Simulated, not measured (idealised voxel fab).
Documented hereafter: the process module known as voxel wiring stack.
Cross-sectional view cut (width: 190 nm; square cell size: 5 nm).
The cross-sections in this document take the form of a grid made of square cells. They are written out as bands, in order from top to bottom. Each band consists of one or more rows of cells. Band entry format. Leading values: height of top, height of bottom, nm. Remainder: materials in left-to-right order, each with its width in nm. Special words: "edge to edge" on a single material, which then fills the band edge to edge; "empty", empty space. Heights are expressed relative to 0, this being the level below which the as-received wafer comprises one material exclusively. The lowest band is unbounded in the downward direction and is denoted as in "0 down". Graded width ("30..40"): value in top row of band = first number; value in bottom row = second number; row-to-row change constant. "all unchanged" for a step: no cell of the cross-section changed in that step. What "Closed internal cavities" gives you is every empty space of 8 cells or more that is cut off from the top. Each appears as width x height at distance, with the distance taken from the left edge and width, height and distance all in nm. On each step's line, the part that comes after the settings is the simulator's own comment on the step. overlay nm: on a step with a mask, how far right of its planned place the mask lay; negative means left.
-- The steps planned for the process are as follows
1: RECEIVE, material Si
2: CONFORMAL_DEP, material SiO2, thk nm 10
3: CONFORMAL_DEP, material SiCN, thk nm 5
4: DIRECTIONAL_DEP, material lowk, thk nm 25
5: DIRECTIONAL_DEP, material aC, thk nm 15
6: PATTERN, tone open, mask id METAL_1, material resist, width nm 20, pitch nm 40, thk nm 35, overlay nm 0
7: DIRECTIONAL_ETCH, etch materials aC, depth nm 15
8: STRIP, etch materials resist
9: DIRECTIONAL_ETCH, etch materials lowk, depth nm 25
10: DIRECTIONAL_ETCH, etch materials SiCN, depth nm 5
11: STRIP, etch materials aC
12: CONFORMAL_DEP, material TiN, thk nm 5
13: FILL_DEP, material Ru, thk nm 5
14: CMP, height nm 40
15: CONFORMAL_DEP, material SiCN, thk nm 5
16: DIRECTIONAL_DEP, material lowk, thk nm 15
17: DIRECTIONAL_DEP, material aC, thk nm 15
18: PATTERN, tone open, mask id PLUG_1, material resist, width nm 15, pitch nm 40, thk nm 35, overlay nm 0
19: DIRECTIONAL_ETCH, etch materials aC, depth nm 15
20: STRIP, etch materials resist
21: DIRECTIONAL_ETCH, etch materials lowk, depth nm 15
22: DIRECTIONAL_ETCH, etch materials SiCN, depth nm 5
23: STRIP, etch materials aC
24: EPI, material Ru, thk nm 10
25: EPI, material Ru, thk nm 10
26: CONFORMAL_DEP, material SiN, thk nm 5
27: DIRECTIONAL_DEP, material SiO2, thk nm 15
28: MASKED_ETCH, tone open, mask id METAL_2, width nm 20, pitch nm 40, etch materials SiO2, depth nm 15, overlay nm 0
29: MASKED_ETCH, tone open, mask id METAL_2, width nm 20, pitch nm 40, etch materials SiN, depth nm 5, overlay nm 0
30: CONFORMAL_DEP, material TiN, thk nm 5
31: FILL_DEP, material W, thk nm 10
32: CMP, height nm 80
33: CONFORMAL_DEP, material SiN, thk nm 5
For clarity, it should be stated that the wafers under discussion commence in an identical condition and differ with respect to the thk nm of step 33, the plan indicating the value that the first wafer had.
-- The as-received cross-section of the first of several wafers corresponds to the state after step 1
- 0 down | Si edge to edge
- Closed internal cavities: none
-- Below is a per-wafer table. In it, each row describes the wafer at the end of the module by giving, for each material, the number of cells gained (+) or lost (-) since the wafer was received, and after that the closed voids of the wafer
thk nm 5 | +88 Ru | +48 SiCN | +60 SiN | +142 SiO2 | +96 TiN | +24 W | +188 lowk | Closed internal cavities: none
thk nm 10 | +88 Ru | +48 SiCN | +98 SiN | +142 SiO2 | +96 TiN | +24 W | +188 lowk | Closed internal cavities: none
thk nm 15 | +88 Ru | +48 SiCN | +136 SiN | +142 SiO2 | +96 TiN | +24 W | +188 lowk | Closed internal cavities: none
thk nm 20 | +88 Ru | +48 SiCN | +174 SiN | +142 SiO2 | +96 TiN | +24 W | +188 lowk | Closed internal cavities: none
